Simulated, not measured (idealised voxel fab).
A process module follows: voxel tone inversion.
Section cut is 170 nm wide and gridded with 5 nm square cells.
Bands, listed from the top down, are how a cross-section gets written in this document; the cross-section itself is a grid of square cells, and a band is one or more rows of them.
It is stipulated that each band's entry specify, in nanometres, the height of the top of the band and then that of its bottom, followed by the materials of the band in left-to-right sequence, each together with its width in nanometres. A single material marked by the word "all across" is understood to fill the band from edge to edge; the word "empty" is understood to denote empty space.
Heights are measured from 0, the level below which the as-received wafer is all one material; the lowest band has no bottom and continues downward, written as in "0 and below".
Read "30 to 40" as a graded width: first number on top, second number at the bottom, same change between each pair of neighbouring rows.
Reading "no change" for a step: not a cell of the cross-section changed in it.
Under "Cavities, sealed" you'll find the enclosed gaps, the ones with no way out to the top, that are 8 cells or bigger; each reads width x height at distance, with distance counted from the left edge, everything in nm.
The remark found on a step's line after its settings is issued by the simulator itself and pertains to that step.
"overlay nm" denotes, for a step that has a mask, the displacement of the mask to the right of its planned place, with negative values corresponding to the left.

**The planned process steps are enumerated hereunder**
1: RECEIVE: material Si
2: CONFORMAL_DEP: material SiN, thk nm 5
3: DIRECTIONAL_DEP: material aC, thk nm 25
4: PATTERN: tone cover, mask id POSTS, material resist, width nm 15, pitch nm 40, thk nm 35, overlay nm 0
5: DIRECTIONAL_ETCH: etch materials aC, depth nm 25
6: STRIP: etch materials resist
7: FILL_DEP: material SiO2, thk nm 5
8: CMP: height nm 30
9: STRIP: etch materials aC

**First wafer, two in total, run as planned**

**Cross-section, incoming material, after step 1**
	0 and below | Si all across
	Cavities, sealed: none

**Wafer xsec, post step 2**
	5 down to 0 | SiN all across
	below 0: unchanged

**Wafer xsec, post step 3**
	30 down to 5 | aC all across
	below 5: unchanged

**Wafer xsec, post step 4**
	65 down to 30 | 15 nm empty  15 nm resist  25 nm empty  15 nm resist  25 nm empty  15 nm resist  25 nm empty  15 nm resist  20 nm empty
	below 30: unchanged

**Wafer xsec, post step 5**
	40 down to 30 | 15 nm empty  15 nm resist  25 nm empty  15 nm resist  25 nm empty  15 nm resist  25 nm empty  15 nm resist  20 nm empty
	30 down to 5 | 15 nm empty  15 nm aC  25 nm empty  15 nm aC  25 nm empty  15 nm aC  25 nm empty  15 nm aC  20 nm empty
	below 5: unchanged

**Wafer xsec, post step 6**
	30 down to 5 | 15 nm empty  15 nm aC  25 nm empty  15 nm aC  25 nm empty  15 nm aC  25 nm empty  15 nm aC  20 nm empty
	below 5: unchanged

**Wafer xsec, post step 7**
	35 down to 30 | SiO2 all across
	30 down to 5 | 15 nm SiO2  15 nm aC  25 nm SiO2  15 nm aC  25 nm SiO2  15 nm aC  25 nm SiO2  15 nm aC  20 nm SiO2
	below 5: unchanged

**Wafer xsec, post step 8**
	30 down to 5 | 15 nm SiO2  15 nm aC  25 nm SiO2  15 nm aC  25 nm SiO2  15 nm aC  25 nm SiO2  15 nm aC  20 nm SiO2
	below 5: unchanged

**Wafer xsec, post step 9**
	30 down to 5 | 15 nm SiO2  15 nm empty  25 nm SiO2  15 nm empty  25 nm SiO2  15 nm empty  25 nm SiO2  15 nm empty  20 nm SiO2
	below 5: unchanged

**Wafer two. Same start, same plan, one slip in execution. Same as wafer one through step 3, inclusive**

**Cross-section, second wafer, at the end time the plan gives for step 4**
	65 down to 30 | 20 nm empty  15 nm resist  25 nm empty  15 nm resist  25 nm empty  15 nm resist  25 nm empty  15 nm resist  15 nm empty
	below 30: unchanged

**Cross-section, second wafer, at the end time the plan gives for step 5**
	40 down to 30 | 20 nm empty  15 nm resist  25 nm empty  15 nm resist  25 nm empty  15 nm resist  25 nm empty  15 nm resist  15 nm empty
	30 down to 5 | 20 nm empty  15 nm aC  25 nm empty  15 nm aC  25 nm empty  15 nm aC  25 nm empty  15 nm aC  15 nm empty
	below 5: unchanged

**Cross-section, second wafer, at the end time the plan gives for step 6**
	30 down to 5 | 20 nm empty  15 nm aC  25 nm empty  15 nm aC  25 nm empty  15 nm aC  25 nm empty  15 nm aC  15 nm empty
	below 5: unchanged

**Cross-section, second wafer, at the end time the plan gives for step 7**
	35 down to 30 | SiO2 all across
	30 down to 5 | 20 nm SiO2  15 nm aC  25 nm SiO2  15 nm aC  25 nm SiO2  15 nm aC  25 nm SiO2  15 nm aC  15 nm SiO2
	below 5: unchanged

**Cross-section, second wafer, at the end time the plan gives for step 8**
	30 down to 5 | 20 nm SiO2  15 nm aC  25 nm SiO2  15 nm aC  25 nm SiO2  15 nm aC  25 nm SiO2  15 nm aC  15 nm SiO2
	below 5: unchanged

**Cross-section, second wafer, at the end time the plan gives for step 9**
	30 down to 5 | 20 nm SiO2  15 nm empty  25 nm SiO2  15 nm empty  25 nm SiO2  15 nm empty  25 nm SiO2  15 nm empty  15 nm SiO2
	below 5: unchanged
Which mistake was made when the wafer was run? step 4 was processed under conditions differing from the plan, specifically as PATTERN: tone cover, mask id POSTS, material resist, width nm 15, pitch nm 40, thk nm 35, overlay nm 5
The two final wafers agree on how many cells each material fills and disagree on which cells those are.
